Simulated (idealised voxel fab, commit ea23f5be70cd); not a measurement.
The process module presented herein is designated voxel ribs on slabs.
cross-section cut | 250 nm wide | cells 5 nm
Cross-section spec: square-cell grid; bands listed top down; each band is one or more rows. Band entry format. Leading values: height of top, height of bottom, nm. Remainder: materials in left-to-right order, each with its width in nm. Special words: "throughout" on a single material, which then fills the band edge to edge; "empty", empty space. Counting heights begins at 0, where everything beneath is, in the wafer as received, one material. The lowest band has no bottom; it goes on downwards, as "0 nm and below" shows. A width such as "30->40" changes by the same amount from each row of cells to the next, from the band's top row to its bottom row. Basically "no alteration" means that step didn't change any cell in the cross-section. "Unvented cavities" lists enclosed empty spaces (at least 8 cells, no open path upward to the top), each as width x height at distance from the left edge, in nm. Anything after a step's settings on that line? It's the simulator's own note about the step. Among the settings permitted on a step's line is "overlay nm"; applied to a step with a mask, it specifies the extent to which the mask lay to the right of its planned position, whereas a negative figure signifies a position to the left.

[The planned process steps are enumerated hereunder]
1 RECEIVE with material Si
2 DIRECTIONAL_DEP with material SiO2, thk nm 30
3 DIRECTIONAL_DEP with material polySi, thk nm 20
4 PATTERN with tone cover, mask id RIB, material resist, width nm 30, thk nm 20, overlay nm 0
5 DIRECTIONAL_ETCH with etch materials polySi, depth nm 5
6 STRIP with etch materials resist
7 MASKED_ETCH with tone cover, mask id SLAB, width nm 90, etch materials polySi, depth nm 15, overlay nm 0
8 FILL_DEP with material SiO2, thk nm 15
9 CMP with height nm 60
10 DIRECTIONAL_DEP with material TiN, thk nm 5
11 DIRECTIONAL_DEP with material aC, thk nm 10
12 PATTERN with tone cover, mask id HEATER, material resist, width nm 40, thk nm 25, overlay nm 0
13 DIRECTIONAL_ETCH with etch materials aC, depth nm 10
14 STRIP with etch materials resist
15 DIRECTIONAL_ETCH with etch materials TiN, depth nm 5
16 STRIP with etch materials aC
17 CONFORMAL_DEP with material SiO2, thk nm 10

[Here's what the wafer looked like in cross-section when it arrived - that's after step 1]
> 0 nm and below  Si throughout
> Unvented cavities: none

[What the wafer looks like in cross-section after this module, when it starts as shown above and follows the plan above but one mistake is made in running it]
> 75 nm to 70 nm  SiO2 115 nm, empty 20 nm, SiO2 115 nm
> 70 nm to 65 nm  SiO2 throughout
> 65 nm to 60 nm  TiN 105 nm, SiO2 40 nm, TiN 105 nm
> 60 nm to 50 nm  SiO2 throughout
> 50 nm to 45 nm  SiO2 110 nm, polySi 30 nm, SiO2 110 nm
> 45 nm to 30 nm  SiO2 80 nm, polySi 90 nm, SiO2 80 nm
> 30 nm to 0 nm  SiO2 throughout
> 0 nm and below  Si throughout
> Unvented cavities: none
Deviation from plan: step 12, actual vs plan mismatch, actual run PATTERN with tone open, mask id HEATER, material resist, width nm 40, thk nm 25, overlay nm 0
